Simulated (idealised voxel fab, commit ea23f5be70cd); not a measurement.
process module | voxel transistor to metal
cross-section cut | 180 nm wide | cells 5 nm
A cross-section is a grid of square cells, given in bands from the top down. A band is one or more rows of cells.
Each band's line starts with the height of the band's top and of its bottom, in nm. Then come its materials from left to right, each with its width in nm. One material with "throughout" fills the band from edge to edge. "air" is empty space.
Height 0 is the level under which the wafer as received is all one material. The lowest band goes on downwards, as in "0 down".
A width such as "30 to 40" changes by the same amount from each row of cells to the next, from the band's top row to its bottom row.
"no change" after a step means that no cell of the cross-section changed.
closed voids: empty space of 8 cells or more with no open way to the top, each as width x height at its distance from the left edge, in nm
after a step's settings: what the simulator itself notes on the step
overlay nm, on a step with a mask: how far to the right of its planned place the mask lay; to the left if negative
plan
1 op RECEIVE | material Si
2 op OXIDIZE | depth nm 5
3 op CONFORMAL_DEP | material SiN | thk nm 10
4 op PATTERN | tone cover | mask id ACTIVE | material resist | width nm 95 | thk nm 15 | overlay nm 0
5 op DIRECTIONAL_ETCH | etch materials SiN | depth nm 10
6 op DIRECTIONAL_ETCH | etch materials SiO2 | depth nm 5
7 op DIRECTIONAL_ETCH | etch materials Si | depth nm 25
8 op STRIP | etch materials resist
9 op OXIDIZE | depth nm 5
10 op FILL_DEP | material SiO2 | thk nm 15
11 op CMP | height nm 10
12 op SELECTIVE_ETCH | etch materials SiO2 | depth nm 5
13 op STRIP | etch materials SiN
14 op SELECTIVE_ETCH | etch materials SiO2 | depth nm 5
15 op OXIDIZE | depth nm 5
16 op DIRECTIONAL_DEP | material polySi | thk nm 20
17 op DIRECTIONAL_DEP | material SiCN | thk nm 10
18 op MASKED_ETCH | tone cover | mask id GATE | width nm 15 | etch materials SiCN | depth nm 20 | overlay nm 0
19 op MASKED_ETCH | tone cover | mask id GATE | width nm 15 | etch materials polySi | depth nm 30 | overlay nm 0
20 op CONFORMAL_DEP | material SiO2 | thk nm 5
21 op DIRECTIONAL_ETCH | etch materials SiO2 | depth nm 5
22 op CONFORMAL_DEP | material SiN | thk nm 10
23 op DIRECTIONAL_ETCH | etch materials SiN | depth nm 10
24 op DIRECTIONAL_ETCH | etch materials SiO2 | depth nm 5
25 op DIRECTIONAL_ETCH | etch materials Si | depth nm 15
26 op EPI | material nSi | thk nm 20
27 op FILL_DEP | material SiO2 | thk nm 5
28 op CMP | height nm 25
29 op DIRECTIONAL_DEP | material SiO2 | thk nm 10
30 op PATTERN | tone open | mask id CONTACT | material resist | width nm 25 | pitch nm 50 | thk nm 15 | overlay nm 0
31 op DIRECTIONAL_ETCH | etch materials SiO2 | depth nm 25
32 op STRIP | etch materials resist
33 op CONFORMAL_DEP | material TiN | thk nm 5
34 op FILL_DEP | material Ru | thk nm 5
35 op CMP | height nm 35
36 op CONFORMAL_DEP | material SiN | thk nm 5
37 op DIRECTIONAL_DEP | material lowk | thk nm 20
38 op PATTERN | tone open | mask id METAL_1 | material resist | width nm 15 | pitch nm 60 | thk nm 20 | overlay nm 0
39 op DIRECTIONAL_ETCH | etch materials lowk | depth nm 20
40 op DIRECTIONAL_ETCH | etch materials SiN | depth nm 5
41 op STRIP | etch materials resist
42 op CONFORMAL_DEP | material TiN | thk nm 5
43 op FILL_DEP | material W | thk nm 5
44 op CMP | height nm 60
45 op CONFORMAL_DEP | material SiCN | thk nm 5
as received, after step 1
  0 down: Si throughout
  closed voids: none
a wafer at the end: this start, this plan, one mistake
  65 to 60: SiCN throughout
  60 to 40: W throughout
  40 to 35: SiN throughout
  35 to 25: SiO2 50 | TiN 5 | Ru 15 to 5 | TiN 5 to 15 | SiO2 25 | TiN 5 to 15 | Ru 15 to 5 | TiN 5 | SiO2 55
  25 to 15: SiO2 50 | TiN 5 | Ru 5 | TiN 5 | SiN 10 | SiO2 5 | SiCN 15 | SiO2 5 | SiN 10 | TiN 5 | Ru 5 | TiN 5 | SiO2 55
  15 to 10: SiO2 50 | TiN 15 | SiN 10 | SiO2 5 | polySi 15 | SiO2 5 | SiN 10 | TiN 15 | SiO2 55
  10 to 0: SiO2 40 | nSi 25 | SiN 10 | SiO2 5 | polySi 15 | SiO2 5 | SiN 10 | nSi 25 | SiO2 45
  0 to -5: SiO2 40 | SiN 10 | nSi 15 | SiN 10 | SiO2 5 | polySi 15 | SiO2 5 | SiN 10 | nSi 15 | SiN 10 | SiO2 45
  -5 to -10: SiO2 50 | nSi 15 | SiO2 45 | nSi 15 | SiO2 55
  -10 to -25: SiO2 45 | Si 5 | nSi 15 | Si 45 | nSi 15 | Si 5 | SiO2 50
  -25 to -35: SiO2 45 | Si 85 | SiO2 50
  -35 down: Si throughout
  closed voids: none
what went wrong: step 37 ran as: op DIRECTIONAL_DEP | material W | thk nm 20
